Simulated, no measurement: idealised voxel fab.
Process module heading - voxel transistor to metal
The figure presents cross-section cut, which has a width of 160 nm and is divided into square cells with an edge length of 5 nm.
This document writes a cross-section as a grid whose cells are square, and gives it as bands, listed from the top down; one or more rows of cells form a band. Each band's line starts with the height of the band's top and of its bottom, in nm. Then come its materials from left to right, each with its width in nm. One material with "throughout" fills the band from edge to edge. "air" is empty space. Beneath 0, the wafer as received is one material, and that level is where height counting begins. The lowest band goes on downward without a bottom; it is written like "0 down". Graded width ("30..40"): value in top row of band = first number; value in bottom row = second number; row-to-row change constant. "no modification" after a step means that no cell of the cross-section changed. You'll see "Enclosed empty spaces" listing empty spaces that have no way open to the top, as long as they're 8 cells or more; the notation is width x height at distance, where the distance is from the left edge, and all of it is in nm. Heads up: the bit after the settings on a step's line is the simulator's remark on that step. Each step line may optionally specify "overlay nm", which for a step with a mask gives the rightward distance between the mask's planned place and where it lay, a negative value indicating the leftward direction.

**Steps in the process plan**
step 1: RECEIVE,material Si
step 2: OXIDIZE,depth nm 5
step 3: CONFORMAL_DEP,material SiN,thk nm 10
step 4: MASKED_ETCH,tone cover,mask id ACTIVE,width nm 100,etch materials SiN,depth nm 10,overlay nm 0
step 5: MASKED_ETCH,tone cover,mask id ACTIVE,width nm 100,etch materials SiO2,depth nm 5,overlay nm 0
step 6: MASKED_ETCH,tone cover,mask id ACTIVE,width nm 100,etch materials Si,depth nm 30,overlay nm 0
step 7: FILL_DEP,material SiO2,thk nm 5
step 8: CMP,height nm 10
step 9: SELECTIVE_ETCH,etch materials SiO2,depth nm 5
step 10: STRIP,etch materials SiN
step 11: SELECTIVE_ETCH,etch materials SiO2,depth nm 5
step 12: OXIDIZE,depth nm 5
step 13: DIRECTIONAL_DEP,material polySi,thk nm 30
step 14: DIRECTIONAL_DEP,material SiCN,thk nm 15
step 15: DIRECTIONAL_DEP,material aC,thk nm 10
step 16: PATTERN,tone cover,mask id GATE,material resist,width nm 20,thk nm 30,overlay nm 0
step 17: DIRECTIONAL_ETCH,etch materials aC,depth nm 10
step 18: STRIP,etch materials resist
step 19: DIRECTIONAL_ETCH,etch materials SiCN,depth nm 25
step 20: DIRECTIONAL_ETCH,etch materials polySi,depth nm 40
step 21: STRIP,etch materials aC
step 22: CONFORMAL_DEP,material SiO2,thk nm 5
step 23: DIRECTIONAL_ETCH,etch materials SiO2,depth nm 5
step 24: CONFORMAL_DEP,material SiN,thk nm 10
step 25: DIRECTIONAL_ETCH,etch materials SiN,depth nm 10
step 26: DIRECTIONAL_ETCH,etch materials SiO2,depth nm 5
step 27: DIRECTIONAL_ETCH,etch materials Si,depth nm 15
step 28: EPI,material SiGe,thk nm 15
step 29: FILL_DEP,material SiO2,thk nm 5
step 30: CMP,height nm 40
step 31: DIRECTIONAL_DEP,material SiO2,thk nm 15
step 32: DIRECTIONAL_DEP,material aC,thk nm 10
step 33: PATTERN,tone open,mask id CONTACT,material resist,width nm 25,pitch nm 55,thk nm 30,overlay nm 0
step 34: DIRECTIONAL_ETCH,etch materials aC,depth nm 10
step 35: STRIP,etch materials resist
step 36: DIRECTIONAL_ETCH,etch materials SiO2,depth nm 50
step 37: STRIP,etch materials aC
step 38: CONFORMAL_DEP,material TiN,thk nm 5
step 39: FILL_DEP,material Ru,thk nm 5
step 40: CMP,height nm 55
step 41: DIRECTIONAL_DEP,material TiN,thk nm 5
step 42: DIRECTIONAL_DEP,material W,thk nm 25
step 43: PATTERN,tone cover,mask id METAL_1,material resist,width nm 15,pitch nm 65,thk nm 15,overlay nm 0
step 44: DIRECTIONAL_ETCH,etch materials W,depth nm 25
step 45: DIRECTIONAL_ETCH,etch materials TiN,depth nm 5
step 46: STRIP,etch materials resist
step 47: FILL_DEP,material lowk,thk nm 5
step 48: CMP,height nm 85
step 49: CONFORMAL_DEP,material SiCN,thk nm 5

**Incoming wafer in cross-section (state: after step 1)**
- 0 down = Si throughout
- Enclosed empty spaces: none

**Here's the wafer cut in cross-section after the module, started and planned just like above, except one thing was done wrong in the run**
- 90 to 85 = SiCN throughout
- 85 to 60 = lowk: 40, then W: 15, then lowk: 50, then W: 15, then lowk: 40
- 60 to 55 = lowk: 40, then TiN: 15, then lowk: 50, then TiN: 15, then lowk: 40
- 55 to 45 = SiO2: 40, then TiN: 5, then Ru: 15, then TiN: 5, then SiO2: 30, then TiN: 5, then Ru: 15, then TiN: 5, then SiO2: 40
- 45 to 40 = SiO2: 40, then TiN: 5, then Ru: 5, then TiN: 15, then SiO2: 30, then TiN: 15, then Ru: 5, then TiN: 5, then SiO2: 40
- 40 to 25 = SiO2: 40, then TiN: 5, then Ru: 5, then TiN: 5, then SiN: 10, then SiO2: 5, then SiCN: 20, then SiO2: 5, then SiN: 10, then TiN: 5, then Ru: 5, then TiN: 5, then SiO2: 40
- 25 to 10 = SiO2: 40, then TiN: 5, then Ru: 5, then TiN: 5, then SiN: 10, then SiO2: 5, then polySi: 20, then SiO2: 5, then SiN: 10, then TiN: 5, then Ru: 5, then TiN: 5, then SiO2: 40
- 10 to 5 = SiO2: 40, then TiN: 15, then SiN: 10, then SiO2: 5, then polySi: 20, then SiO2: 5, then SiN: 10, then TiN: 15, then SiO2: 40
- 5 to -5 = SiO2: 40, then SiGe: 15, then SiN: 10, then SiO2: 5, then polySi: 20, then SiO2: 5, then SiN: 10, then SiGe: 15, then SiO2: 40
- -5 to -10 = SiO2: 15, then SiN: 10, then SiO2: 5, then SiGe: 25, then SiO2: 50, then SiGe: 25, then SiO2: 5, then SiN: 10, then SiO2: 15
- -10 to -15 = SiO2: 20, then SiN: 5, then SiO2: 10, then SiGe: 20, then Si: 50, then SiGe: 20, then SiO2: 10, then SiN: 5, then SiO2: 20
- -15 to -20 = SiO2: 35, then SiGe: 20, then Si: 50, then SiGe: 20, then SiO2: 35
- -20 to -25 = SiO2: 30, then Si: 5, then SiGe: 20, then Si: 50, then SiGe: 20, then Si: 5, then SiO2: 30
- -25 to -35 = SiO2: 30, then Si: 100, then SiO2: 30
- -35 down = Si throughout
- Enclosed empty spaces: none
Against the plan, the run slipped here: step 11 was processed under conditions differing from the plan, specifically as SELECTIVE_ETCH,etch materials SiO2,depth nm 15
